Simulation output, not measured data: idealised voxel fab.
process module | voxel transistor to metal
This is section cut - it's 195 nm across, gridded in 5 nm square cells.
This document writes a cross-section as a grid whose cells are square, and gives it as bands, listed from the top down; one or more rows of cells form a band.
Band entry format. Leading values: height of top, height of bottom, nm. Remainder: materials in left-to-right order, each with its width in nm. Special words: "full width" on a single material, which then fills the band edge to edge; "blank", empty space.
All heights in this document are referenced to 0, defined as the level beneath which the wafer, as received, consists entirely of one material. The lowest band is not bounded below; it extends indefinitely downward and is written in the form "0..down".
You'd read "30 to 40" like this: the band's top row of cells is as wide as the first number, its bottom row is as wide as the second, and going down, every row changes width by the same amount as the row before did.
Take "nothing altered" at face value: in the step it is given for, the cross-section changed in none of its cells.
You'll see "Completely sealed voids" listing empty spaces that have no way open to the top, as long as they're 8 cells or more; the notation is width x height at distance, where the distance is from the left edge, and all of it is in nm.
Heads up: the bit after the settings on a step's line is the simulator's remark on that step.
When a step includes a mask, the "overlay nm" setting on its line states how far to the right of its planned place that mask lay, and negative values state how far to the left.
## Process steps - plan
1,RECEIVE, material Si
2,CONFORMAL_DEP, material SiO2, thk nm 5
3,CONFORMAL_DEP, material SiN, thk nm 10
4,DIRECTIONAL_DEP, material aC, thk nm 10
5,PATTERN, tone cover, mask id ACTIVE, material resist, width nm 115, thk nm 25, overlay nm 0
6,DIRECTIONAL_ETCH, etch materials aC, depth nm 10
7,STRIP, etch materials resist
8,DIRECTIONAL_ETCH, etch materials SiN, depth nm 10
9,DIRECTIONAL_ETCH, etch materials SiO2, depth nm 5
10,DIRECTIONAL_ETCH, etch materials Si, depth nm 25
11,STRIP, etch materials aC
12,FILL_DEP, material SiO2, thk nm 5
13,CMP, height nm 15
14,SELECTIVE_ETCH, etch materials SiO2, depth nm 10
15,STRIP, etch materials SiN
16,SELECTIVE_ETCH, etch materials SiO2, depth nm 5
17,OXIDIZE, depth nm 5
18,DIRECTIONAL_DEP, material polySi, thk nm 25
19,DIRECTIONAL_DEP, material SiCN, thk nm 15
20,MASKED_ETCH, tone cover, mask id GATE, width nm 25, etch materials SiCN, depth nm 25, overlay nm 0
21,MASKED_ETCH, tone cover, mask id GATE, width nm 25, etch materials polySi, depth nm 35, overlay nm 0
22,CONFORMAL_DEP, material SiO2, thk nm 5
23,DIRECTIONAL_ETCH, etch materials SiO2, depth nm 5
24,CONFORMAL_DEP, material SiN, thk nm 10
25,DIRECTIONAL_ETCH, etch materials SiN, depth nm 10
26,DIRECTIONAL_ETCH, etch materials SiO2, depth nm 5
27,DIRECTIONAL_ETCH, etch materials Si, depth nm 5
28,EPI, material SiGe, thk nm 10
29,FILL_DEP, material SiO2, thk nm 5
30,CMP, height nm 25
31,STRIP, etch materials polySi
32,SELECTIVE_ETCH, etch materials SiO2, depth nm 5
33,CONFORMAL_DEP, material HfO2, thk nm 5
34,CONFORMAL_DEP, material TiN, thk nm 5
35,FILL_DEP, material W, thk nm 5
36,CMP, height nm 20
37,DIRECTIONAL_DEP, material SiO2, thk nm 10
38,MASKED_ETCH, tone open, mask id CONTACT, width nm 20, pitch nm 75, etch materials SiO2, depth nm 30, overlay nm 0
39,CONFORMAL_DEP, material TiN, thk nm 5
40,FILL_DEP, material W, thk nm 5
41,CMP, height nm 30
42,CONFORMAL_DEP, material SiCN, thk nm 5
43,DIRECTIONAL_DEP, material SiO2, thk nm 15
44,DIRECTIONAL_DEP, material aC, thk nm 15
45,PATTERN, tone open, mask id METAL_1, material resist, width nm 20, pitch nm 75, thk nm 30, overlay nm 0
46,DIRECTIONAL_ETCH, etch materials aC, depth nm 15
47,STRIP, etch materials resist
48,DIRECTIONAL_ETCH, etch materials SiO2, depth nm 15
49,DIRECTIONAL_ETCH, etch materials SiCN, depth nm 5
50,STRIP, etch materials aC
51,CONFORMAL_DEP, material TiN, thk nm 5
52,FILL_DEP, material Ru, thk nm 5
53,CMP, height nm 50
54,CONFORMAL_DEP, material SiN, thk nm 5
## First of two wafers: run as planned
## Cross-section of the wafer at receipt, which is the condition after step 1
	0..down = Si full width
	Completely sealed voids: none
## Step 2 complete: cross-section through the wafer
	5..0 = SiO2 full width
	Rest of section, below 0: as before.
## Step 3 complete: cross-section through the wafer
	15..5 = SiN full width
	Rest of section, below 5: as before.
## Step 4 complete: cross-section through the wafer
	25..15 = aC full width
	Rest of section, below 15: as before.
## Step 5 complete: cross-section through the wafer
	50..25 = 40 blank  115 resist  40 blank
	Rest of section, below 25: as before.
## Step 6 complete: cross-section through the wafer
	40..25 = 40 blank  115 resist  40 blank
	25..15 = 40 blank  115 aC  40 blank
	Rest of section, below 15: as before.
## Step 7 complete: cross-section through the wafer
	25..15 = 40 blank  115 aC  40 blank
	Rest of section, below 15: as before.
## Step 8 complete: cross-section through the wafer
	25..15 = 40 blank  115 aC  40 blank
	15..5 = 40 blank  115 SiN  40 blank
	Rest of section, below 5: as before.
## Step 9 complete: cross-section through the wafer
	25..15 = 40 blank  115 aC  40 blank
	15..5 = 40 blank  115 SiN  40 blank
	5..0 = 40 blank  115 SiO2  40 blank
	Rest of section, below 0: as before.
## Step 10 complete: cross-section through the wafer
	25..15 = 40 blank  115 aC  40 blank
	15..5 = 40 blank  115 SiN  40 blank
	5..0 = 40 blank  115 SiO2  40 blank
	0..-25 = 40 blank  115 Si  40 blank
	Rest of section, below -25: as before.
## Step 11 complete: cross-section through the wafer
	15..5 = 40 blank  115 SiN  40 blank
	Rest of section, below 5: as before.
## Step 12 complete: cross-section through the wafer
	20..15 = SiO2 full width
	15..5 = 40 SiO2  115 SiN  40 SiO2
	5..0 = SiO2 full width
	0..-25 = 40 SiO2  115 Si  40 SiO2
	Rest of section, below -25: as before.
## Step 13 complete: cross-section through the wafer
	15..5 = 40 SiO2  115 SiN  40 SiO2
	Rest of section, below 5: as before.
## Step 14 complete: cross-section through the wafer
	15..5 = 40 blank  115 SiN  40 blank
	Rest of section, below 5: as before.
## Step 15 complete: cross-section through the wafer
	5..0 = SiO2 full width
	Rest of section, below 0: as before.
## Step 16 complete: cross-section through the wafer
	0..-25 = 40 SiO2  115 Si  40 SiO2
	Rest of section, below -25: as before.
## Step 17 complete: cross-section through the wafer
	0..-5 = SiO2 full width
	Rest of section, below -5: as before.
## Step 18 complete: cross-section through the wafer
	25..0 = polySi full width
	Rest of section, below 0: as before.
## Step 19 complete: cross-section through the wafer
	40..25 = SiCN full width
	Rest of section, below 25: as before.
## Step 20 complete: cross-section through the wafer
	40..25 = 85 blank  25 SiCN  85 blank
	Rest of section, below 25: as before.
## Step 21 complete: cross-section through the wafer
	40..25 = 85 blank  25 SiCN  85 blank
	25..0 = 85 blank  25 polySi  85 blank
	Rest of section, below 0: as before.
## Step 22 complete: cross-section through the wafer
	45..40 = 80 blank  35 SiO2  80 blank
	40..25 = 80 blank  5 SiO2  25 SiCN  5 SiO2  80 blank
	25..5 = 80 blank  5 SiO2  25 polySi  5 SiO2  80 blank
	5..0 = 85 SiO2  25 polySi  85 SiO2
	Rest of section, below 0: as before.
## Step 23 complete: cross-section through the wafer
	40..25 = 80 blank  5 SiO2  25 SiCN  5 SiO2  80 blank
	25..0 = 80 blank  5 SiO2  25 polySi  5 SiO2  80 blank
	Rest of section, below 0: as before.
## Step 24 complete: cross-section through the wafer
	50..40 = 70 blank  55 SiN  70 blank
	40..25 = 70 blank  10 SiN  5 SiO2  25 SiCN  5 SiO2  10 SiN  70 blank
	25..10 = 70 blank  10 SiN  5 SiO2  25 polySi  5 SiO2  10 SiN  70 blank
	10..0 = 80 SiN  5 SiO2  25 polySi  5 SiO2  80 SiN
	Rest of section, below 0: as before.
## Step 25 complete: cross-section through the wafer
	40..25 = 70 blank  10 SiN  5 SiO2  25 SiCN  5 SiO2  10 SiN  70 blank
	25..0 = 70 blank  10 SiN  5 SiO2  25 polySi  5 SiO2  10 SiN  70 blank
	Rest of section, below 0: as before.
## Step 26 complete: cross-section through the wafer
	40..35 = 70 blank  10 SiN  5 blank  25 SiCN  5 blank  10 SiN  70 blank
	35..25 = 70 blank  10 SiN  5 SiO2  25 SiCN  5 SiO2  10 SiN  70 blank
	25..0 = 70 blank  10 SiN  5 SiO2  25 polySi  5 SiO2  10 SiN  70 blank
	0..-5 = 70 blank  55 SiO2  70 blank
	Rest of section, below -5: as before.
## Step 27 complete: cross-section through the wafer
	40..35 = 70 blank  10 SiN  5 blank  25 SiCN  5 blank  10 SiN  70 blank
	35..25 = 70 blank  10 SiN  5 SiO2  25 SiCN  5 SiO2  10 SiN  70 blank
	25..0 = 70 blank  10 SiN  5 SiO2  25 polySi  5 SiO2  10 SiN  70 blank
	0..-5 = 70 blank  55 SiO2  70 blank
	-5..-10 = 40 SiO2  30 blank  55 Si  30 blank  40 SiO2
	Rest of section, below -10: as before.
## Step 28 complete: cross-section through the wafer
	40..35 = 70 blank  10 SiN  5 blank  25 SiCN  5 blank  10 SiN  70 blank
	35..25 = 70 blank  10 SiN  5 SiO2  25 SiCN  5 SiO2  10 SiN  70 blank
	25..5 = 70 blank  10 SiN  5 SiO2  25 polySi  5 SiO2  10 SiN  70 blank
	5..0 = 60 blank  10 SiGe  10 SiN  5 SiO2  25 polySi  5 SiO2  10 SiN  10 SiGe  60 blank
	0..-5 = 35 blank  35 SiGe  55 SiO2  35 SiGe  35 blank
	-5..-10 = 40 SiO2  30 SiGe  55 Si  30 SiGe  40 SiO2
	Rest of section, below -10: as before.
## Step 29 complete: cross-section through the wafer
	45..40 = SiO2 full width
	40..25 = 70 SiO2  10 SiN  5 SiO2  25 SiCN  5 SiO2  10 SiN  70 SiO2
	25..5 = 70 SiO2  10 SiN  5 SiO2  25 polySi  5 SiO2  10 SiN  70 SiO2
	5..0 = 60 SiO2  10 SiGe  10 SiN  5 SiO2  25 polySi  5 SiO2  10 SiN  10 SiGe  60 SiO2
	0..-5 = 35 SiO2  35 SiGe  55 SiO2  35 SiGe  35 SiO2
	Rest of section, below -5: as before.
## Step 30 complete: cross-section through the wafer
	25..5 = 70 SiO2  10 SiN  5 SiO2  25 polySi  5 SiO2  10 SiN  70 SiO2
	Rest of section, below 5: as before.
## Step 31 complete: cross-section through the wafer
	25..5 = 70 SiO2  10 SiN  5 SiO2  25 blank  5 SiO2  10 SiN  70 SiO2
	5..0 = 60 SiO2  10 SiGe  10 SiN  5 SiO2  25 blank  5 SiO2  10 SiN  10 SiGe  60 SiO2
	Rest of section, below 0: as before.
## Step 32 complete: cross-section through the wafer
	25..20 = 70 blank  10 SiN  35 blank  10 SiN  70 blank
	20..5 = 70 SiO2  10 SiN  35 blank  10 SiN  70 SiO2
	5..0 = 60 SiO2  10 SiGe  10 SiN  35 blank  10 SiN  10 SiGe  60 SiO2
	0..-5 = 35 SiO2  35 SiGe  10 SiO2  35 blank  10 SiO2  35 SiGe  35 SiO2
	Rest of section, below -5: as before.
## Step 33 complete: cross-section through the wafer
	30..25 = 65 blank  20 HfO2  25 blank  20 HfO2  65 blank
	25..20 = 70 HfO2  10 SiN  5 HfO2  25 blank  5 HfO2  10 SiN  70 HfO2
	20..5 = 70 SiO2  10 SiN  5 HfO2  25 blank  5 HfO2  10 SiN  70 SiO2
	5..0 = 60 SiO2  10 SiGe  10 SiN  5 HfO2  25 blank  5 HfO2  10 SiN  10 SiGe  60 SiO2
	0..-5 = 35 SiO2  35 SiGe  10 SiO2  35 HfO2  10 SiO2  35 SiGe  35 SiO2
	Rest of section, below -5: as before.
## Step 34 complete: cross-section through the wafer
	35..30 = 60 blank  30 TiN  15 blank  30 TiN  60 blank
	30..25 = 65 TiN  20 HfO2  5 TiN  15 blank  5 TiN  20 HfO2  65 TiN
	25..20 = 70 HfO2  10 SiN  5 HfO2  5 TiN  15 blank  5 TiN  5 HfO2  10 SiN  70 HfO2
	20..5 = 70 SiO2  10 SiN  5 HfO2  5 TiN  15 blank  5 TiN  5 HfO2  10 SiN  70 SiO2
	5..0 = 60 SiO2  10 SiGe  10 SiN  5 HfO2  25 TiN  5 HfO2  10 SiN  10 SiGe  60 SiO2
	Rest of section, below 0: as before.
## Step 35 complete: cross-section through the wafer
	40..35 = W full width
	35..30 = 60 W  30 TiN  15 W  30 TiN  60 W
	30..25 = 65 TiN  20 HfO2  5 TiN  15 W  5 TiN  20 HfO2  65 TiN
	25..20 = 70 HfO2  10 SiN  5 HfO2  5 TiN  15 W  5 TiN  5 HfO2  10 SiN  70 HfO2
	20..5 = 70 SiO2  10 SiN  5 HfO2  5 TiN  15 W  5 TiN  5 HfO2  10 SiN  70 SiO2
	Rest of section, below 5: as before.
## Step 36 complete: cross-section through the wafer
	20..5 = 70 SiO2  10 SiN  5 HfO2  5 TiN  15 W  5 TiN  5 HfO2  10 SiN  70 SiO2
	Rest of section, below 5: as before.
## Step 37 complete: cross-section through the wafer
	30..20 = SiO2 full width
	Rest of section, below 20: as before.
## Step 38 complete: cross-section through the wafer
	30..20 = 50 SiO2  20 blank  55 SiO2  20 blank  50 SiO2
	20..5 = 50 SiO2  20 blank  10 SiN  5 HfO2  5 TiN  15 W  5 TiN  5 HfO2  10 SiN  20 blank  50 SiO2
	5..0 = 50 SiO2  10 blank  10 SiGe  10 SiN  5 HfO2  25 TiN  5 HfO2  10 SiN  10 SiGe  10 blank  50 SiO2
	Rest of section, below 0: as before.
## Step 39 complete: cross-section through the wafer
	35..30 = 55 TiN  10 blank  65 TiN  10 blank  55 TiN
	30..20 = 50 SiO2  5 TiN  10 blank  5 TiN  55 SiO2  5 TiN  10 blank  5 TiN  50 SiO2
	20..10 = 50 SiO2  5 TiN  10 blank  5 TiN  10 SiN  5 HfO2  5 TiN  15 W  5 TiN  5 HfO2  10 SiN  5 TiN  10 blank  5 TiN  50 SiO2
	10..5 = 50 SiO2  20 TiN  10 SiN  5 HfO2  5 TiN  15 W  5 TiN  5 HfO2  10 SiN  20 TiN  50 SiO2
	5..0 = 50 SiO2  10 TiN  10 SiGe  10 SiN  5 HfO2  25 TiN  5 HfO2  10 SiN  10 SiGe  10 TiN  50 SiO2
	Rest of section, below 0: as before.
## Step 40 complete: cross-section through the wafer
	40..35 = W full width
	35..30 = 55 TiN  10 W  65 TiN  10 W  55 TiN
	30..20 = 50 SiO2  5 TiN  10 W  5 TiN  55 SiO2  5 TiN  10 W  5 TiN  50 SiO2
	20..10 = 50 SiO2  5 TiN  10 W  5 TiN  10 SiN  5 HfO2  5 TiN  15 W  5 TiN  5 HfO2  10 SiN  5 TiN  10 W  5 TiN  50 SiO2
	Rest of section, below 10: as before.
## Step 41 complete: cross-section through the wafer
	30..20 = 50 SiO2  5 TiN  10 W  5 TiN  55 SiO2  5 TiN  10 W  5 TiN  50 SiO2
	Rest of section, below 20: as before.
## Step 42 complete: cross-section through the wafer
	35..30 = SiCN full width
	Rest of section, below 30: as before.
## Step 43 complete: cross-section through the wafer
	50..35 = SiO2 full width
	Rest of section, below 35: as before.
## Step 44 complete: cross-section through the wafer
	65..50 = aC full width
	Rest of section, below 50: as before.
## Step 45 complete: cross-section through the wafer
	95..65 = 50 resist  20 blank  55 resist  20 blank  50 resist
	Rest of section, below 65: as before.
## Step 46 complete: cross-section through the wafer
	80..65 = 50 resist  20 blank  55 resist  20 blank  50 resist
	65..50 = 50 aC  20 blank  55 aC  20 blank  50 aC
	Rest of section, below 50: as before.
## Step 47 complete: cross-section through the wafer
	65..50 = 50 aC  20 blank  55 aC  20 blank  50 aC
	Rest of section, below 50: as before.
## Step 48 complete: cross-section through the wafer
	65..50 = 50 aC  20 blank  55 aC  20 blank  50 aC
	50..35 = 50 SiO2  20 blank  55 SiO2  20 blank  50 SiO2
	Rest of section, below 35: as before.
## Step 49 complete: cross-section through the wafer
	65..50 = 50 aC  20 blank  55 aC  20 blank  50 aC
	50..35 = 50 SiO2  20 blank  55 SiO2  20 blank  50 SiO2
	35..30 = 50 SiCN  20 blank  55 SiCN  20 blank  50 SiCN
	Rest of section, below 30: as before.
## Step 50 complete: cross-section through the wafer
	50..35 = 50 SiO2  20 blank  55 SiO2  20 blank  50 SiO2
	Rest of section, below 35: as before.
## Step 51 complete: cross-section through the wafer
	55..50 = 55 TiN  10 blank  65 TiN  10 blank  55 TiN
	50..35 = 50 SiO2  5 TiN  10 blank  5 TiN  55 SiO2  5 TiN  10 blank  5 TiN  50 SiO2
	35..30 = 50 SiCN  20 TiN  55 SiCN  20 TiN  50 SiCN
	Rest of section, below 30: as before.
## Step 52 complete: cross-section through the wafer
	60..55 = Ru full width
	55..50 = 55 TiN  10 Ru  65 TiN  10 Ru  55 TiN
	50..35 = 50 SiO2  5 TiN  10 Ru  5 TiN  55 SiO2  5 TiN  10 Ru  5 TiN  50 SiO2
	Rest of section, below 35: as before.
## Step 53 complete: cross-section through the wafer
	50..35 = 50 SiO2  5 TiN  10 Ru  5 TiN  55 SiO2  5 TiN  10 Ru  5 TiN  50 SiO2
	Rest of section, below 35: as before.
## Step 54 complete: cross-section through the wafer
	55..50 = SiN full width
	Rest of section, below 50: as before.
## Second wafer, same starting conditions and recipe as the first, one mistake in executing it, nothing differs from the first up to and including step 4
## Cross-section of the second wafer corresponding to the planned conclusion of step 5
	50..25 = 40 resist  115 blank  40 resist
	Rest of section, below 25: as before.
## Cross-section of the second wafer corresponding to the planned conclusion of step 6
	40..25 = 40 resist  115 blank  40 resist
	25..15 = 40 aC  115 blank  40 aC
	Rest of section, below 15: as before.
## Cross-section of the second wafer corresponding to the planned conclusion of step 7
	25..15 = 40 aC  115 blank  40 aC
	Rest of section, below 15: as before.
## Cross-section of the second wafer corresponding to the planned conclusion of step 8
	25..15 = 40 aC  115 blank  40 aC
	15..5 = 40 SiN  115 blank  40 SiN
	Rest of section, below 5: as before.
## Cross-section of the second wafer corresponding to the planned conclusion of step 9
	25..15 = 40 aC  115 blank  40 aC
	15..5 = 40 SiN  115 blank  40 SiN
	5..0 = 40 SiO2  115 blank  40 SiO2
	Rest of section, below 0: as before.
## Cross-section of the second wafer corresponding to the planned conclusion of step 10
	25..15 = 40 aC  115 blank  40 aC
	15..5 = 40 SiN  115 blank  40 SiN
	5..0 = 40 SiO2  115 blank  40 SiO2
	0..-25 = 40 Si  115 blank  40 Si
	Rest of section, below -25: as before.
## Cross-section of the second wafer corresponding to the planned conclusion of step 11
	15..5 = 40 SiN  115 blank  40 SiN
	Rest of section, below 5: as before.
## Cross-section of the second wafer corresponding to the planned conclusion of step 12
	20..15 = SiO2 full width
	15..5 = 40 SiN  115 SiO2  40 SiN
	5..0 = SiO2 full width
	0..-25 = 40 Si  115 SiO2  40 Si
	Rest of section, below -25: as before.
## Cross-section of the second wafer corresponding to the planned conclusion of step 13
	15..5 = 40 SiN  115 SiO2  40 SiN
	Rest of section, below 5: as before.
## Cross-section of the second wafer corresponding to the planned conclusion of step 14
	15..5 = 40 SiN  115 blank  40 SiN
	Rest of section, below 5: as before.
## Cross-section of the second wafer corresponding to the planned conclusion of step 15
	5..0 = SiO2 full width
	Rest of section, below 0: as before.
## Cross-section of the second wafer corresponding to the planned conclusion of step 16
	0..-25 = 40 Si  115 SiO2  40 Si
	Rest of section, below -25: as before.
## Cross-section of the second wafer corresponding to the planned conclusion of step 17
	0..-5 = SiO2 full width
	Rest of section, below -5: as before.
## Cross-section of the second wafer corresponding to the planned conclusion of step 18
	25..0 = polySi full width
	Rest of section, below 0: as before.
## Cross-section of the second wafer corresponding to the planned conclusion of step 19
	40..25 = SiCN full width
	Rest of section, below 25: as before.
## Cross-section of the second wafer corresponding to the planned conclusion of step 20
	40..25 = 85 blank  25 SiCN  85 blank
	Rest of section, below 25: as before.
## Cross-section of the second wafer corresponding to the planned conclusion of step 21
	40..25 = 85 blank  25 SiCN  85 blank
	25..0 = 85 blank  25 polySi  85 blank
	Rest of section, below 0: as before.
## Cross-section of the second wafer corresponding to the planned conclusion of step 22
	45..40 = 80 blank  35 SiO2  80 blank
	40..25 = 80 blank  5 SiO2  25 SiCN  5 SiO2  80 blank
	25..5 = 80 blank  5 SiO2  25 polySi  5 SiO2  80 blank
	5..0 = 85 SiO2  25 polySi  85 SiO2
	Rest of section, below 0: as before.
## Cross-section of the second wafer corresponding to the planned conclusion of step 23
	40..25 = 80 blank  5 SiO2  25 SiCN  5 SiO2  80 blank
	25..0 = 80 blank  5 SiO2  25 polySi  5 SiO2  80 blank
	Rest of section, below 0: as before.
## Cross-section of the second wafer corresponding to the planned conclusion of step 24
	50..40 = 70 blank  55 SiN  70 blank
	40..25 = 70 blank  10 SiN  5 SiO2  25 SiCN  5 SiO2  10 SiN  70 blank
	25..10 = 70 blank  10 SiN  5 SiO2  25 polySi  5 SiO2  10 SiN  70 blank
	10..0 = 80 SiN  5 SiO2  25 polySi  5 SiO2  80 SiN
	Rest of section, below 0: as before.
## Cross-section of the second wafer corresponding to the planned conclusion of step 25
	40..25 = 70 blank  10 SiN  5 SiO2  25 SiCN  5 SiO2  10 SiN  70 blank
	25..0 = 70 blank  10 SiN  5 SiO2  25 polySi  5 SiO2  10 SiN  70 blank
	Rest of section, below 0: as before.
## Cross-section of the second wafer corresponding to the planned conclusion of step 26
	40..35 = 70 blank  10 SiN  5 blank  25 SiCN  5 blank  10 SiN  70 blank
	35..25 = 70 blank  10 SiN  5 SiO2  25 SiCN  5 SiO2  10 SiN  70 blank
	25..0 = 70 blank  10 SiN  5 SiO2  25 polySi  5 SiO2  10 SiN  70 blank
	0..-5 = 70 blank  55 SiO2  70 blank
	Rest of section, below -5: as before.
## Cross-section of the second wafer corresponding to the planned conclusion of step 27
	40..35 = 70 blank  10 SiN  5 blank  25 SiCN  5 blank  10 SiN  70 blank
	35..25 = 70 blank  10 SiN  5 SiO2  25 SiCN  5 SiO2  10 SiN  70 blank
	25..0 = 70 blank  10 SiN  5 SiO2  25 polySi  5 SiO2  10 SiN  70 blank
	0..-10 = 70 to 40 blank  55 to 115 SiO2  70 to 40 blank
	Rest of section, below -10: as before.
## Cross-section of the second wafer corresponding to the planned conclusion of step 28
	40..35 = 70 blank  10 SiN  5 blank  25 SiCN  5 blank  10 SiN  70 blank
	35..25 = 70 blank  10 SiN  5 SiO2  25 SiCN  5 SiO2  10 SiN  70 blank
	25..0 = 70 blank  10 SiN  5 SiO2  25 polySi  5 SiO2  10 SiN  70 blank
	0..-5 = 45 SiGe  25 blank  55 SiO2  25 blank  45 SiGe
	-5..-10 = 40 SiGe  115 SiO2  40 SiGe
	Rest of section, below -10: as before.
## Cross-section of the second wafer corresponding to the planned conclusion of step 29
	45..40 = SiO2 full width
	40..25 = 70 SiO2  10 SiN  5 SiO2  25 SiCN  5 SiO2  10 SiN  70 SiO2
	25..0 = 70 SiO2  10 SiN  5 SiO2  25 polySi  5 SiO2  10 SiN  70 SiO2
	0..-10 = 45 to 40 SiGe  105 to 115 SiO2  45 to 40 SiGe
	Rest of section, below -10: as before.
## Cross-section of the second wafer corresponding to the planned conclusion of step 30
	25..0 = 70 SiO2  10 SiN  5 SiO2  25 polySi  5 SiO2  10 SiN  70 SiO2
	Rest of section, below 0: as before.
## Cross-section of the second wafer corresponding to the planned conclusion of step 31
	25..0 = 70 SiO2  10 SiN  5 SiO2  25 blank  5 SiO2  10 SiN  70 SiO2
	Rest of section, below 0: as before.
## Cross-section of the second wafer corresponding to the planned conclusion of step 32
	25..20 = 70 blank  10 SiN  35 blank  10 SiN  70 blank
	20..0 = 70 SiO2  10 SiN  35 blank  10 SiN  70 SiO2
	0..-5 = 45 SiGe  35 SiO2  35 blank  35 SiO2  45 SiGe
	Rest of section, below -5: as before.
## Cross-section of the second wafer corresponding to the planned conclusion of step 33
	30..25 = 65 blank  20 HfO2  25 blank  20 HfO2  65 blank
	25..20 = 70 HfO2  10 SiN  5 HfO2  25 blank  5 HfO2  10 SiN  70 HfO2
	20..0 = 70 SiO2  10 SiN  5 HfO2  25 blank  5 HfO2  10 SiN  70 SiO2
	0..-5 = 45 SiGe  35 SiO2  35 HfO2  35 SiO2  45 SiGe
	Rest of section, below -5: as before.
## Cross-section of the second wafer corresponding to the planned conclusion of step 34
	35..30 = 60 blank  30 TiN  15 blank  30 TiN  60 blank
	30..25 = 65 TiN  20 HfO2  5 TiN  15 blank  5 TiN  20 HfO2  65 TiN
	25..20 = 70 HfO2  10 SiN  5 HfO2  5 TiN  15 blank  5 TiN  5 HfO2  10 SiN  70 HfO2
	20..5 = 70 SiO2  10 SiN  5 HfO2  5 TiN  15 blank  5 TiN  5 HfO2  10 SiN  70 SiO2
	5..0 = 70 SiO2  10 SiN  5 HfO2  25 TiN  5 HfO2  10 SiN  70 SiO2
	Rest of section, below 0: as before.
## Cross-section of the second wafer corresponding to the planned conclusion of step 35
	40..35 = W full width
	35..30 = 60 W  30 TiN  15 W  30 TiN  60 W
	30..25 = 65 TiN  20 HfO2  5 TiN  15 W  5 TiN  20 HfO2  65 TiN
	25..20 = 70 HfO2  10 SiN  5 HfO2  5 TiN  15 W  5 TiN  5 HfO2  10 SiN  70 HfO2
	20..5 = 70 SiO2  10 SiN  5 HfO2  5 TiN  15 W  5 TiN  5 HfO2  10 SiN  70 SiO2
	Rest of section, below 5: as before.
## Cross-section of the second wafer corresponding to the planned conclusion of step 36
	20..5 = 70 SiO2  10 SiN  5 HfO2  5 TiN  15 W  5 TiN  5 HfO2  10 SiN  70 SiO2
	Rest of section, below 5: as before.
## Cross-section of the second wafer corresponding to the planned conclusion of step 37
	30..20 = SiO2 full width
	Rest of section, below 20: as before.
## Cross-section of the second wafer corresponding to the planned conclusion of step 38
	30..20 = 50 SiO2  20 blank  55 SiO2  20 blank  50 SiO2
	20..5 = 50 SiO2  20 blank  10 SiN  5 HfO2  5 TiN  15 W  5 TiN  5 HfO2  10 SiN  20 blank  50 SiO2
	5..0 = 50 SiO2  20 blank  10 SiN  5 HfO2  25 TiN  5 HfO2  10 SiN  20 blank  50 SiO2
	Rest of section, below 0: as before.
## Cross-section of the second wafer corresponding to the planned conclusion of step 39
	35..30 = 55 TiN  10 blank  65 TiN  10 blank  55 TiN
	30..20 = 50 SiO2  5 TiN  10 blank  5 TiN  55 SiO2  5 TiN  10 blank  5 TiN  50 SiO2
	20..5 = 50 SiO2  5 TiN  10 blank  5 TiN  10 SiN  5 HfO2  5 TiN  15 W  5 TiN  5 HfO2  10 SiN  5 TiN  10 blank  5 TiN  50 SiO2
	5..0 = 50 SiO2  20 TiN  10 SiN  5 HfO2  25 TiN  5 HfO2  10 SiN  20 TiN  50 SiO2
	Rest of section, below 0: as before.
## Cross-section of the second wafer corresponding to the planned conclusion of step 40
	40..35 = W full width
	35..30 = 55 TiN  10 W  65 TiN  10 W  55 TiN
	30..20 = 50 SiO2  5 TiN  10 W  5 TiN  55 SiO2  5 TiN  10 W  5 TiN  50 SiO2
	20..5 = 50 SiO2  5 TiN  10 W  5 TiN  10 SiN  5 HfO2  5 TiN  15 W  5 TiN  5 HfO2  10 SiN  5 TiN  10 W  5 TiN  50 SiO2
	Rest of section, below 5: as before.
## Cross-section of the second wafer corresponding to the planned conclusion of step 41
	30..20 = 50 SiO2  5 TiN  10 W  5 TiN  55 SiO2  5 TiN  10 W  5 TiN  50 SiO2
	Rest of section, below 20: as before.
## Cross-section of the second wafer corresponding to the planned conclusion of step 42
	35..30 = SiCN full width
	Rest of section, below 30: as before.
## Cross-section of the second wafer corresponding to the planned conclusion of step 43
	50..35 = SiO2 full width
	Rest of section, below 35: as before.
## Cross-section of the second wafer corresponding to the planned conclusion of step 44
	65..50 = aC full width
	Rest of section, below 50: as before.
## Cross-section of the second wafer corresponding to the planned conclusion of step 45
	95..65 = 50 resist  20 blank  55 resist  20 blank  50 resist
	Rest of section, below 65: as before.
## Cross-section of the second wafer corresponding to the planned conclusion of step 46
	80..65 = 50 resist  20 blank  55 resist  20 blank  50 resist
	65..50 = 50 aC  20 blank  55 aC  20 blank  50 aC
	Rest of section, below 50: as before.
## Cross-section of the second wafer corresponding to the planned conclusion of step 47
	65..50 = 50 aC  20 blank  55 aC  20 blank  50 aC
	Rest of section, below 50: as before.
## Cross-section of the second wafer corresponding to the planned conclusion of step 48
	65..50 = 50 aC  20 blank  55 aC  20 blank  50 aC
	50..35 = 50 SiO2  20 blank  55 SiO2  20 blank  50 SiO2
	Rest of section, below 35: as before.
## Cross-section of the second wafer corresponding to the planned conclusion of step 49
	65..50 = 50 aC  20 blank  55 aC  20 blank  50 aC
	50..35 = 50 SiO2  20 blank  55 SiO2  20 blank  50 SiO2
	35..30 = 50 SiCN  20 blank  55 SiCN  20 blank  50 SiCN
	Rest of section, below 30: as before.
## Cross-section of the second wafer corresponding to the planned conclusion of step 50
	50..35 = 50 SiO2  20 blank  55 SiO2  20 blank  50 SiO2
	Rest of section, below 35: as before.
## Cross-section of the second wafer corresponding to the planned conclusion of step 51
	55..50 = 55 TiN  10 blank  65 TiN  10 blank  55 TiN
	50..35 = 50 SiO2  5 TiN  10 blank  5 TiN  55 SiO2  5 TiN  10 blank  5 TiN  50 SiO2
	35..30 = 50 SiCN  20 TiN  55 SiCN  20 TiN  50 SiCN
	Rest of section, below 30: as before.
## Cross-section of the second wafer corresponding to the planned conclusion of step 52
	60..55 = Ru full width
	55..50 = 55 TiN  10 Ru  65 TiN  10 Ru  55 TiN
	50..35 = 50 SiO2  5 TiN  10 Ru  5 TiN  55 SiO2  5 TiN  10 Ru  5 TiN  50 SiO2
	Rest of section, below 35: as before.
## Cross-section of the second wafer corresponding to the planned conclusion of step 53
	50..35 = 50 SiO2  5 TiN  10 Ru  5 TiN  55 SiO2  5 TiN  10 Ru  5 TiN  50 SiO2
	Rest of section, below 35: as before.
## Cross-section of the second wafer corresponding to the planned conclusion of step 54
	55..50 = SiN full width
	Rest of section, below 50: as before.
Deviation from plan: not per plan at step 5, really ran PATTERN, tone open, mask id ACTIVE, material resist, width nm 115, thk nm 25, overlay nm 0
Upon completion, the second wafer contains, in terms of cells, a greater or smaller amount of certain materials than the first wafer: Si: 32 fewer | SiGe: 4 more | SiO2: 24 more | W: 4 more
